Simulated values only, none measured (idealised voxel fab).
Process module name: voxel trench capacitor
Pictured: cross-section cut, 175 nm wide, on a grid of 5 nm square cells.
A cross-section is a grid of square cells, given in bands from the top down. A band is one or more rows of cells. The entry gives the band's vertical extent as a top height and a bottom height in nm, then its horizontal make-up as materials from left to right, each with a width in nm. "empty" stands for empty space; a single material marked "throughout" fills the band edge to edge. Heights from 0 (as-received wafer is one material below). Bottom band endless downward, as "0 down". Note: "30->40" means the width goes from the first number (top row of the band) to the second number (bottom row) in equal steps per row of cells. No cell of the cross-section changed in a step that is given as "left unchanged". "Non-vented voids" - sealed voids, min. 8 cells, no opening to top; format: width x height at distance (distance from left edge; nm throughout). Text after the settings on a step's line: the simulator's own remark on that step. "overlay nm", when on a step's line for a step with a mask, measures how far to the right of its planned place the mask lay; a negative measure means to the left.
SO HERE'S THE LINEUP OF PROCESS STEPS WE PLANNED
| 1 | RECEIVE, material Si |
| 2 | CONFORMAL_DEP, material SiN, thk nm 10 |
| 3 | DIRECTIONAL_DEP, material aC, thk nm 15 |
| 4 | PATTERN, tone open, mask id TRENCH, material resist, width nm 25, pitch nm 55, thk nm 35, overlay nm 0 |
| 5 | DIRECTIONAL_ETCH, etch materials aC, depth nm 15 |
| 6 | STRIP, etch materials resist |
| 7 | DIRECTIONAL_ETCH, etch materials SiN, depth nm 10 |
| 8 | DIRECTIONAL_ETCH, etch materials Si, depth nm 25 |
| 9 | STRIP, etch materials aC |
| 10 | CONFORMAL_DEP, material Al2O3, thk nm 5 |
| 11 | CONFORMAL_DEP, material TiN, thk nm 5 |
| 12 | FILL_DEP, material W, thk nm 10 |
| 13 | CMP, height nm 10 |
CROSS-SECTIONAL VIEW OF THE WAFER IN ITS AS-RECEIVED CONDITION, CORRESPONDING TO THE STATE AFTER STEP 1
0 down  Si throughout
Non-vented voids: none
CROSS-SECTIONAL RESULT AFTER MODULE COMPLETION. NOTE: STARTING CONDITION AND PLAN ARE UNCHANGED FROM ABOVE; ONE PROCESSING MISTAKE WAS MADE
10 to 0  SiN 45  TiN 5  W 15  TiN 5  SiN 30  TiN 5  W 15  TiN 5  SiN 50
0 to -20  Si 45  TiN 5  W 15  TiN 5  Si 30  TiN 5  W 15  TiN 5  Si 50
-20 to -25  Si 45  TiN 25  Si 30  TiN 25  Si 50
-25 down  Si throughout
Non-vented voids: none
Here's what went sideways: step 10 of the plan: omitted, not performed
